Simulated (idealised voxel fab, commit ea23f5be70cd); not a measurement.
This is a process module. Its name is voxel capacitor over wiring.
FYI the section here is cut, 210 nm wide, cells are 5 nm squares.
Throughout this document, each cross-section is represented as a grid of square cells and is presented as a sequence of bands enumerated from the top downward, where a band comprises one or more rows of cells.
First you get the band's top height and its bottom height, in nm, and then the materials it's made of, left to right, with each width in nm. If you see a single material with "everywhere", that one covers the band edge to edge. "air" is empty space.
We count height from 0. Below that, the starting wafer is all one material. The lowest band never ends at the bottom but goes on down; see "0 -> down" for how that is written.
Width "30..40": first value at the band's top row of cells, second value at its bottom row, equal change from row to row.
What does "nothing was modified" mean for a step? It means no cell of the cross-section changed in that step.
"Enclosed cavities" - sealed voids, min. 8 cells, no opening to top; format: width x height at distance (distance from left edge; nm throughout).
Step line, after settings: the simulator's comment on this step.
overlay nm: how far to the right of its planned place the mask lay on this masked step (negative: to the left).

Set out below are the planned steps of the process:
| 1 | RECEIVE | material Si |
| 2 | CONFORMAL_DEP | material SiO2 | thk nm 10 |
| 3 | CONFORMAL_DEP | material SiCN | thk nm 5 |
| 4 | DIRECTIONAL_DEP | material lowk | thk nm 25 |
| 5 | PATTERN | tone open | mask id METAL_1 | material resist | width nm 25 | pitch nm 90 | thk nm 20 | overlay nm 0 |
| 6 | DIRECTIONAL_ETCH | etch materials lowk | depth nm 25 |
| 7 | DIRECTIONAL_ETCH | etch materials SiCN | depth nm 5 |
| 8 | STRIP | etch materials resist |
| 9 | CONFORMAL_DEP | material TiN | thk nm 5 |
| 10 | FILL_DEP | material Ru | thk nm 10 |
| 11 | CMP | height nm 40 |
| 12 | CONFORMAL_DEP | material SiCN | thk nm 5 |
| 13 | DIRECTIONAL_DEP | material SiO2 | thk nm 20 |
| 14 | PATTERN | tone open | mask id PLUG_1 | material resist | width nm 15 | thk nm 20 | overlay nm 0 |
| 15 | DIRECTIONAL_ETCH | etch materials SiO2 | depth nm 20 |
| 16 | DIRECTIONAL_ETCH | etch materials SiCN | depth nm 5 |
| 17 | STRIP | etch materials resist |
| 18 | EPI | material Ru | thk nm 10 |
| 19 | EPI | material Ru | thk nm 10 |
| 20 | EPI | material Ru | thk nm 5 |
| 21 | DIRECTIONAL_DEP | material TiN | thk nm 5 |
| 22 | DIRECTIONAL_DEP | material Al2O3 | thk nm 5 |
| 23 | DIRECTIONAL_DEP | material TiN | thk nm 5 |
| 24 | DIRECTIONAL_DEP | material aC | thk nm 15 |
| 25 | PATTERN | tone cover | mask id UPPER_PLATE | material resist | width nm 70 | thk nm 35 | overlay nm 0 |
| 26 | DIRECTIONAL_ETCH | etch materials aC | depth nm 15 |
| 27 | STRIP | etch materials resist |
| 28 | DIRECTIONAL_ETCH | etch materials TiN | depth nm 5 |
| 29 | DIRECTIONAL_ETCH | etch materials Al2O3 | depth nm 5 |
| 30 | STRIP | etch materials aC |
| 31 | DIRECTIONAL_DEP | material aC | thk nm 10 |
| 32 | PATTERN | tone cover | mask id LOWER_PLATE | material resist | width nm 80 | thk nm 25 | overlay nm 0 |
| 33 | DIRECTIONAL_ETCH | etch materials aC | depth nm 10 |
| 34 | STRIP | etch materials resist |
| 35 | DIRECTIONAL_ETCH | etch materials TiN | depth nm 5 |
| 36 | STRIP | etch materials aC |
| 37 | FILL_DEP | material SiO2 | thk nm 20 |
| 38 | CMP | height nm 95 |
| 39 | PATTERN | tone open | mask id PLUG_2 | material resist | width nm 15 | thk nm 20 | overlay nm 0 |
| 40 | DIRECTIONAL_ETCH | etch materials SiO2 | depth nm 15 |
| 41 | STRIP | etch materials resist |
| 42 | CONFORMAL_DEP | material TiN | thk nm 5 |
| 43 | FILL_DEP | material W | thk nm 10 |
| 44 | CMP | height nm 95 |
| 45 | CONFORMAL_DEP | material SiN | thk nm 5 |

Delivered wafer in cross-section: state after step 1:
> 0 -> down: Si everywhere
> Enclosed cavities: none

Starting structure and process plan are as shown above, but one mistake was made in running the module; the wafer cross-section at the end of the module follows:
> 100 -> 95: SiN everywhere
> 95 -> 85: SiO2 (65); TiN (5); W (5); TiN (5); SiO2 (130)
> 85 -> 75: SiO2 (65..55); TiN (15..70); SiO2 (130..85)
> 75 -> 70: SiO2 (55); Al2O3 (70); SiO2 (85)
> 70 -> 65: SiO2 (50); TiN (80); SiO2 (80)
> 65 -> 45: SiO2 (55); Ru (15); SiO2 (140)
> 45 -> 40: SiCN (55); Ru (15); SiCN (140)
> 40 -> 35: TiN (50); Ru (15); TiN (75); Ru (15); TiN (55)
> 35 -> 10: lowk (45); TiN (5); Ru (15); TiN (5); lowk (65); TiN (5); Ru (15); TiN (5); lowk (50)
> 10 -> 5: SiCN (45); TiN (25); SiCN (65); TiN (25); SiCN (50)
> 5 -> 0: SiO2 everywhere
> 0 -> down: Si everywhere
> Enclosed cavities: none
In executing the process, a mistake was made relative to the plan: not per plan at step 2, really ran CONFORMAL_DEP | material SiO2 | thk nm 5
